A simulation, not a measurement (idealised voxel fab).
Module name: voxel fin reveal (process module)
Each square cell in cross-section cut measures 5 nm, and the section as a whole is 265 nm wide.
A cross-section in this document is a grid of square cells, and it is written down as bands, the top band listed before the ones below it; a band is made up of one or more rows of cells.
Read a band's entry like this: the first values are the height of its top and the height of its bottom in nm, and what follows is the sequence of materials from left to right, each with its width in nm. Note that "empty" is empty space, and that a single material marked "everywhere" reaches across the band from edge to edge.
Ref level 0: as-received wafer is one material below here. Bottom band extends down with no lower bound ("0 -> down").
The notation "30->40" denotes a width that varies across the rows of cells in the band, beginning at the first number in the top row, finishing at the second number in the bottom row, and changing by an identical amount from each row to the next.
"remains unaltered" means the step left every cell of the cross-section as it was.
Each empty space that has no open way to the top and spans at least 8 cells appears under "Closed internal cavities" as width x height at distance, the distance counted from the left edge, all in nm.
Step line, after settings: the simulator's comment on this step.
For masked steps, "overlay nm" on the step line gives how far right of plan the mask actually lay; a minus sign means it lay to the left.

-- Steps in the process plan
- 1: RECEIVE | material Si
- 2: CONFORMAL_DEP | material SiN | thk nm 5
- 3: PATTERN | tone cover | mask id FINS | material resist | width nm 15 | pitch nm 45 | thk nm 15 | overlay nm 0
- 4: DIRECTIONAL_ETCH | etch materials SiN | depth nm 5
- 5: DIRECTIONAL_ETCH | etch materials Si | depth nm 30
- 6: STRIP | etch materials resist
- 7: OXIDIZE | depth nm 5
- 8: FILL_DEP | material SiO2 | thk nm 15
- 9: CMP | height nm 5
- 10: SELECTIVE_ETCH | etch materials SiO2 | depth nm 15
- 11: STRIP | etch materials SiN
- 12: CONFORMAL_DEP | material SiO2 | thk nm 5

-- Cross-section of the incoming wafer, state after step 1
* 0 -> down  Si everywhere
* Closed internal cavities: none

-- First of two wafers at the end of the module, shown in cross-section; run carried out as planned
* 5 -> 0  55 nm empty; 15 nm SiO2; 30 nm empty; 15 nm SiO2; 30 nm empty; 15 nm SiO2; 30 nm empty; 15 nm SiO2; 60 nm empty
* 0 -> -5  55 nm empty; 5 nm SiO2; 5 nm Si; 5 nm SiO2; 30 nm empty; 5 nm SiO2; 5 nm Si; 5 nm SiO2; 30 nm empty; 5 nm SiO2; 5 nm Si; 5 nm SiO2; 30 nm empty; 5 nm SiO2; 5 nm Si; 5 nm SiO2; 60 nm empty
* -5 -> -35  60 nm SiO2; 5 nm Si; 40 nm SiO2; 5 nm Si; 40 nm SiO2; 5 nm Si; 40 nm SiO2; 5 nm Si; 65 nm SiO2
* -35 -> down  Si everywhere
* Closed internal cavities: none

-- Cross-section, wafer two of two, end of module: same start and plan as wafer one, one error in execution
* 5 -> 0  55 nm SiO2; 15 nm empty; 30 nm SiO2; 15 nm empty; 30 nm SiO2; 15 nm empty; 30 nm SiO2; 15 nm empty; 60 nm SiO2
* 0 -> -5  50 nm Si; 5 nm SiO2; 15 nm empty; 5 nm SiO2; 20 nm Si; 5 nm SiO2; 15 nm empty; 5 nm SiO2; 20 nm Si; 5 nm SiO2; 15 nm empty; 5 nm SiO2; 20 nm Si; 5 nm SiO2; 15 nm empty; 5 nm SiO2; 55 nm Si
* -5 -> -35  50 nm Si; 25 nm SiO2; 20 nm Si; 25 nm SiO2; 20 nm Si; 25 nm SiO2; 20 nm Si; 25 nm SiO2; 55 nm Si
* -35 -> down  Si everywhere
* Closed internal cavities: none
What went wrong in running the wafer? in deviation from the planned setting, step 3 was conducted as PATTERN | tone open | mask id FINS | material resist | width nm 15 | pitch nm 45 | thk nm 15 | overlay nm 0
End check, counted in cells, second wafer has more or fewer of these materials than the first: Si: 203 more, SiO2: 145 fewer
